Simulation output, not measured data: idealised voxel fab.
Process module, titled voxel self aligned contacts
Cross-section cut: width 265 nm, square cells of 5 nm.
Cross-section format: a grid of square cells, given as bands from top to bottom; each band is one or more rows of cells. Within each band entry, the heights of the top and of the bottom of the band appear first, in that order and in nm; the materials of the band then follow from left to right, each with its corresponding width in nm. The designation "edge to edge" on a single material indicates that it fills the band from edge to edge; the designation "empty" indicates empty space. A quick word on heights: they are counted from 0, and under that level the wafer as it came to us is one material throughout. The lowest band is different from the rest in having no bottom; it simply continues downward, written as in "0 down". You'd read "30 to 40" like this: the band's top row of cells is as wide as the first number, its bottom row is as wide as the second, and going down, every row changes width by the same amount as the row before did. It should be understood that the words "nothing got changed", when stated for a given step, signify that the cross-section underwent no change in any of its cells during that step. "Enclosed void list" lists enclosed empty spaces (at least 8 cells, no open path upward to the top), each as width x height at distance from the left edge, in nm. Anything after a step's settings on that line? It's the simulator's own note about the step. overlay nm: right-of-plan distance of the mask on a masked step; negative values mean left-of-plan.

-- Here's what the planned process steps look like
1) RECEIVE | material Si
2) CONFORMAL_DEP | material SiO2 | thk nm 5
3) DIRECTIONAL_DEP | material polySi | thk nm 25
4) DIRECTIONAL_DEP | material SiN | thk nm 20
5) DIRECTIONAL_DEP | material aC | thk nm 10
6) PATTERN | tone cover | mask id GATE | material resist | width nm 25 | pitch nm 70 | thk nm 30 | overlay nm 0
7) DIRECTIONAL_ETCH | etch materials aC | depth nm 10
8) STRIP | etch materials resist
9) DIRECTIONAL_ETCH | etch materials SiN | depth nm 20
10) DIRECTIONAL_ETCH | etch materials polySi | depth nm 25
11) STRIP | etch materials aC
12) CONFORMAL_DEP | material SiN | thk nm 10
13) DIRECTIONAL_ETCH | etch materials SiN | depth nm 10
14) FILL_DEP | material SiO2 | thk nm 15
15) CMP | height nm 55
16) DIRECTIONAL_DEP | material aC | thk nm 15
17) PATTERN | tone open | mask id CONTACT | material resist | width nm 55 | thk nm 35 | overlay nm 0
18) DIRECTIONAL_ETCH | etch materials aC | depth nm 15
19) STRIP | etch materials resist
20) DIRECTIONAL_ETCH | etch materials SiO2 | depth nm 55
21) STRIP | etch materials aC
22) CONFORMAL_DEP | material TiN | thk nm 5
23) FILL_DEP | material Ru | thk nm 10
24) CMP | height nm 55
25) CONFORMAL_DEP | material SiN | thk nm 5

-- First of two wafers: run as planned

-- Incoming wafer in cross-section (state: after step 1)
> 0 down: Si edge to edge
> Enclosed void list: none

-- Upon completion of step 2, the wafer appears in cross-section as shown
> 5 to 0: SiO2 edge to edge
> Below 0, no change.

-- Upon completion of step 3, the wafer appears in cross-section as shown
> 30 to 5: polySi edge to edge
> Below 5, no change.

-- Upon completion of step 4, the wafer appears in cross-section as shown
> 50 to 30: SiN edge to edge
> Below 30, no change.

-- Upon completion of step 5, the wafer appears in cross-section as shown
> 60 to 50: aC edge to edge
> Below 50, no change.

-- Upon completion of step 6, the wafer appears in cross-section as shown
> 90 to 60: empty 85, resist 25, empty 45, resist 25, empty 85
> Below 60, no change.

-- Upon completion of step 7, the wafer appears in cross-section as shown
> 80 to 60: empty 85, resist 25, empty 45, resist 25, empty 85
> 60 to 50: empty 85, aC 25, empty 45, aC 25, empty 85
> Below 50, no change.

-- Upon completion of step 8, the wafer appears in cross-section as shown
> 60 to 50: empty 85, aC 25, empty 45, aC 25, empty 85
> Below 50, no change.

-- Upon completion of step 9, the wafer appears in cross-section as shown
> 60 to 50: empty 85, aC 25, empty 45, aC 25, empty 85
> 50 to 30: empty 85, SiN 25, empty 45, SiN 25, empty 85
> Below 30, no change.

-- Upon completion of step 10, the wafer appears in cross-section as shown
> 60 to 50: empty 85, aC 25, empty 45, aC 25, empty 85
> 50 to 30: empty 85, SiN 25, empty 45, SiN 25, empty 85
> 30 to 5: empty 85, polySi 25, empty 45, polySi 25, empty 85
> Below 5, no change.

-- Upon completion of step 11, the wafer appears in cross-section as shown
> 50 to 30: empty 85, SiN 25, empty 45, SiN 25, empty 85
> Below 30, no change.

-- Upon completion of step 12, the wafer appears in cross-section as shown
> 60 to 30: empty 75, SiN 45, empty 25, SiN 45, empty 75
> 30 to 15: empty 75, SiN 10, polySi 25, SiN 10, empty 25, SiN 10, polySi 25, SiN 10, empty 75
> 15 to 5: SiN 85, polySi 25, SiN 45, polySi 25, SiN 85
> Below 5, no change.

-- Upon completion of step 13, the wafer appears in cross-section as shown
> 50 to 30: empty 75, SiN 45, empty 25, SiN 45, empty 75
> 30 to 5: empty 75, SiN 10, polySi 25, SiN 10, empty 25, SiN 10, polySi 25, SiN 10, empty 75
> Below 5, no change.

-- Upon completion of step 14, the wafer appears in cross-section as shown
> 65 to 50: SiO2 edge to edge
> 50 to 30: SiO2 75, SiN 45, SiO2 25, SiN 45, SiO2 75
> 30 to 5: SiO2 75, SiN 10, polySi 25, SiN 10, SiO2 25, SiN 10, polySi 25, SiN 10, SiO2 75
> Below 5, no change.

-- Upon completion of step 15, the wafer appears in cross-section as shown
> 55 to 50: SiO2 edge to edge
> Below 50, no change.

-- Upon completion of step 16, the wafer appears in cross-section as shown
> 70 to 55: aC edge to edge
> Below 55, no change.

-- Upon completion of step 17, the wafer appears in cross-section as shown
> 105 to 70: resist 105, empty 55, resist 105
> Below 70, no change.

-- Upon completion of step 18, the wafer appears in cross-section as shown
> 90 to 70: resist 105, empty 55, resist 105
> 70 to 55: aC 105, empty 55, aC 105
> Below 55, no change.

-- Upon completion of step 19, the wafer appears in cross-section as shown
> 70 to 55: aC 105, empty 55, aC 105
> Below 55, no change.

-- Upon completion of step 20, the wafer appears in cross-section as shown
> 70 to 55: aC 105, empty 55, aC 105
> 55 to 50: SiO2 105, empty 55, SiO2 105
> 50 to 30: SiO2 75, SiN 45, empty 25, SiN 45, SiO2 75
> 30 to 5: SiO2 75, SiN 10, polySi 25, SiN 10, empty 25, SiN 10, polySi 25, SiN 10, SiO2 75
> 5 to 0: SiO2 120, empty 25, SiO2 120
> Below 0, no change.

-- Upon completion of step 21, the wafer appears in cross-section as shown
> 55 to 50: SiO2 105, empty 55, SiO2 105
> Below 50, no change.

-- Upon completion of step 22, the wafer appears in cross-section as shown
> 60 to 55: TiN 110, empty 45, TiN 110
> 55 to 50: SiO2 105, TiN 20, empty 15, TiN 20, SiO2 105
> 50 to 30: SiO2 75, SiN 45, TiN 5, empty 15, TiN 5, SiN 45, SiO2 75
> 30 to 5: SiO2 75, SiN 10, polySi 25, SiN 10, TiN 5, empty 15, TiN 5, SiN 10, polySi 25, SiN 10, SiO2 75
> 5 to 0: SiO2 120, TiN 25, SiO2 120
> Below 0, no change.

-- Upon completion of step 23, the wafer appears in cross-section as shown
> 70 to 60: Ru edge to edge
> 60 to 55: TiN 110, Ru 45, TiN 110
> 55 to 50: SiO2 105, TiN 20, Ru 15, TiN 20, SiO2 105
> 50 to 30: SiO2 75, SiN 45, TiN 5, Ru 15, TiN 5, SiN 45, SiO2 75
> 30 to 5: SiO2 75, SiN 10, polySi 25, SiN 10, TiN 5, Ru 15, TiN 5, SiN 10, polySi 25, SiN 10, SiO2 75
> Below 5, no change.

-- Upon completion of step 24, the wafer appears in cross-section as shown
> 55 to 50: SiO2 105, TiN 20, Ru 15, TiN 20, SiO2 105
> Below 50, no change.

-- Upon completion of step 25, the wafer appears in cross-section as shown
> 60 to 55: SiN edge to edge
> Below 55, no change.

-- Wafer two. Same start, same plan, one slip in execution. Same as wafer one through step 16, inclusive

-- Cross-section: second wafer, time at which step 17 was scheduled to end
> 105 to 70: resist 110, empty 50, resist 105
> Below 70, no change.

-- Cross-section: second wafer, time at which step 18 was scheduled to end
> 90 to 70: resist 110, empty 50, resist 105
> 70 to 55: aC 110, empty 50, aC 105
> Below 55, no change.

-- Cross-section: second wafer, time at which step 19 was scheduled to end
> 70 to 55: aC 110, empty 50, aC 105
> Below 55, no change.

-- Cross-section: second wafer, time at which step 20 was scheduled to end
> 70 to 55: aC 110, empty 50, aC 105
> 55 to 50: SiO2 110, empty 50, SiO2 105
> 50 to 30: SiO2 75, SiN 45, empty 25, SiN 45, SiO2 75
> 30 to 5: SiO2 75, SiN 10, polySi 25, SiN 10, empty 25, SiN 10, polySi 25, SiN 10, SiO2 75
> 5 to 0: SiO2 120, empty 25, SiO2 120
> Below 0, no change.

-- Cross-section: second wafer, time at which step 21 was scheduled to end
> 55 to 50: SiO2 110, empty 50, SiO2 105
> Below 50, no change.

-- Cross-section: second wafer, time at which step 22 was scheduled to end
> 60 to 55: TiN 115, empty 40, TiN 110
> 55 to 50: SiO2 110, TiN 15, empty 15, TiN 20, SiO2 105
> 50 to 30: SiO2 75, SiN 45, TiN 5, empty 15, TiN 5, SiN 45, SiO2 75
> 30 to 5: SiO2 75, SiN 10, polySi 25, SiN 10, TiN 5, empty 15, TiN 5, SiN 10, polySi 25, SiN 10, SiO2 75
> 5 to 0: SiO2 120, TiN 25, SiO2 120
> Below 0, no change.

-- Cross-section: second wafer, time at which step 23 was scheduled to end
> 70 to 60: Ru edge to edge
> 60 to 55: TiN 115, Ru 40, TiN 110
> 55 to 50: SiO2 110, TiN 15, Ru 15, TiN 20, SiO2 105
> 50 to 30: SiO2 75, SiN 45, TiN 5, Ru 15, TiN 5, SiN 45, SiO2 75
> 30 to 5: SiO2 75, SiN 10, polySi 25, SiN 10, TiN 5, Ru 15, TiN 5, SiN 10, polySi 25, SiN 10, SiO2 75
> Below 5, no change.

-- Cross-section: second wafer, time at which step 24 was scheduled to end
> 55 to 50: SiO2 110, TiN 15, Ru 15, TiN 20, SiO2 105
> Below 50, no change.

-- Cross-section: second wafer, time at which step 25 was scheduled to end
> 60 to 55: SiN edge to edge
> Below 55, no change.
The mistake made against the process plan was this: step 17 ran differently from the plan; actual operation with settings: PATTERN | tone open | mask id CONTACT | material resist | width nm 50 | thk nm 35 | overlay nm 0
Wafer comparison, final, in cells, second relative to first, materials more or fewer: SiO2: 1 more | TiN: 1 fewer
